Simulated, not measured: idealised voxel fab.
process module | voxel tone inversion
cross-section cut | 170 nm wide | cells 5 nm
A cross-section is a grid of square cells, given in bands from the top down. A band is one or more rows of cells.
Each band's line starts with the height of the band's top and of its bottom, in nm. Then come its materials from left to right, each with its width in nm. One material with "throughout" fills the band from edge to edge. "air" is empty space.
Height 0 is the level under which the wafer as received is all one material. The lowest band goes on downwards, as in "0 down".
A width such as "30 to 40" changes by the same amount from each row of cells to the next, from the band's top row to its bottom row.
"no change" after a step means that no cell of the cross-section changed.
closed voids: empty space of 8 cells or more with no open way to the top, each as width x height at its distance from the left edge, in nm
after a step's settings: what the simulator itself notes on the step
overlay nm, on a step with a mask: how far to the right of its planned place the mask lay; to the left if negative
plan
1 op RECEIVE | material Si
2 op CONFORMAL_DEP | material SiN | thk nm 10
3 op DIRECTIONAL_DEP | material polySi | thk nm 20
4 op PATTERN | tone cover | mask id POSTS | material resist | width nm 15 | pitch nm 45 | thk nm 25 | overlay nm 0
5 op DIRECTIONAL_ETCH | etch materials polySi | depth nm 20
6 op STRIP | etch materials resist
7 op FILL_DEP | material lowk | thk nm 10
8 op CMP | height nm 30
9 op STRIP | etch materials polySi
10 op CONFORMAL_DEP | material TiN | thk nm 5
11 op FILL_DEP | material Cu | thk nm 10
12 op CMP | height nm 30
13 op CONFORMAL_DEP | material SiCN | thk nm 5
as received, after step 1
  0 down: Si throughout
  closed voids: none
first wafer at the end, as planned
  35 to 30: SiCN throughout
  30 to 15: lowk 30 | TiN 5 | Cu 5 | TiN 5 | lowk 30 | TiN 5 | Cu 5 | TiN 5 | lowk 30 | TiN 5 | Cu 5 | TiN 5 | lowk 35
  15 to 10: lowk 30 | TiN 15 | lowk 30 | TiN 15 | lowk 30 | TiN 15 | lowk 35
  10 to 0: SiN throughout
  0 down: Si throughout
  closed voids: none
second wafer at the end: like start, like plan, one mistake
  35 to 30: SiCN throughout
  30 to 20: lowk throughout
  20 to 0: lowk 30 | polySi 15 | lowk 30 | polySi 15 | lowk 30 | polySi 15 | lowk 35
  0 down: Si throughout
  closed voids: none
what went wrong: step 2 was left out
at the end the second wafer has, in cells: 9 fewer of Cu | 68 fewer of SiN | 27 fewer of TiN | 68 more of lowk | 36 more of polySi
